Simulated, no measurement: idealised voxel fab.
The process module that follows is named voxel air gaps.
We display cut, a cross-section 265 nm in width whose square cells are each 5 nm.
In this document a cross-section is written as a grid of square cells. It is given as a series of bands, listed from the top down, and a band is one or more rows of cells. Band: top height; bottom height; in nm. Then, left to right: material with width in nm, for each material. "throughout": a single material spanning edge to edge. "empty": empty space. Heads up on the height convention: 0 is the point under which the incoming wafer is all one material, and the lowest band has no bottom, it just keeps going down, like "0..down". A width such as "30 to 40" changes by the same amount from each row of cells to the next, from the band's top row to its bottom row. Reading "remained unchanged" for a step: not a cell of the cross-section changed in it. Voids not open to the top, 8 cells minimum: see "Trapped cavities". Written width x height at distance; distance is from the left edge; nm. It should be noted that, on the line of a given step, the content following the step's settings is a remark produced by the simulator itself with respect to that step. Regarding "overlay nm": on a step with a mask, it is the distance the mask lay to the right of its planned place; a negative value places it to the left.

**Here's what the planned process steps look like**
1,RECEIVE | material Si
2,CONFORMAL_DEP | material SiO2 | thk nm 15
3,CONFORMAL_DEP | material SiCN | thk nm 5
4,DIRECTIONAL_DEP | material lowk | thk nm 35
5,MASKED_ETCH | tone open | mask id LINES | width nm 20 | pitch nm 50 | etch materials lowk | depth nm 35 | overlay nm 0
6,CONFORMAL_DEP | material TiN | thk nm 5
7,FILL_DEP | material Ru | thk nm 5
8,CMP | height nm 55
9,EPI | material Ru | thk nm 10
10,SELECTIVE_ETCH | etch materials lowk | depth nm 45
11,CONFORMAL_DEP | material SiCN | thk nm 5

**Cross-section of the wafer as it came to us, i.e., already through step 1**
0..down | Si throughout
Trapped cavities: none

**As-planned run: cross-section of the first of two wafers at end of module**
70..65 | empty: 55, SiCN: 150, empty: 60
65..55 | empty: 55, SiCN: 5, Ru: 40, SiCN: 10, Ru: 40, SiCN: 10, Ru: 40, SiCN: 5, empty: 60
55..50 | empty: 55, SiCN: 15, TiN: 5, Ru: 10, TiN: 5, SiCN: 30, TiN: 5, Ru: 10, TiN: 5, SiCN: 30, TiN: 5, Ru: 10, TiN: 5, SiCN: 15, empty: 60
50..25 | empty: 65, SiCN: 5, TiN: 5, Ru: 10, TiN: 5, SiCN: 5, empty: 20, SiCN: 5, TiN: 5, Ru: 10, TiN: 5, SiCN: 5, empty: 20, SiCN: 5, TiN: 5, Ru: 10, TiN: 5, SiCN: 5, empty: 70
25..20 | SiCN: 70, TiN: 20, SiCN: 30, TiN: 20, SiCN: 30, TiN: 20, SiCN: 75
20..15 | SiCN throughout
15..0 | SiO2 throughout
0..down | Si throughout
Trapped cavities: 20 x 25 at 95; 20 x 25 at 145

**Wafer two cross-section, module end. Start and plan unchanged from wafer one; one mistake made during the run**
70..65 | SiCN throughout
65..55 | Ru throughout
55..25 | Ru: 65, TiN: 5, lowk: 20, TiN: 5, Ru: 20, TiN: 5, lowk: 20, TiN: 5, Ru: 20, TiN: 5, lowk: 20, TiN: 5, Ru: 70
25..20 | TiN: 70, lowk: 20, TiN: 30, lowk: 20, TiN: 30, lowk: 20, TiN: 75
20..15 | SiCN throughout
15..0 | SiO2 throughout
0..down | Si throughout
Trapped cavities: none
Against the plan, the run slipped here: step 5: run off-plan, actual operation and settings MASKED_ETCH | tone cover | mask id LINES | width nm 20 | pitch nm 50 | etch materials lowk | depth nm 35 | overlay nm 0
Count the cells at the end and the second wafer has more or fewer of some materials than the first: +232 Ru; -78 SiCN; +29 TiN; +84 lowk
First wafer closed voids (final) = 2; second wafer closed voids (final) = 0.
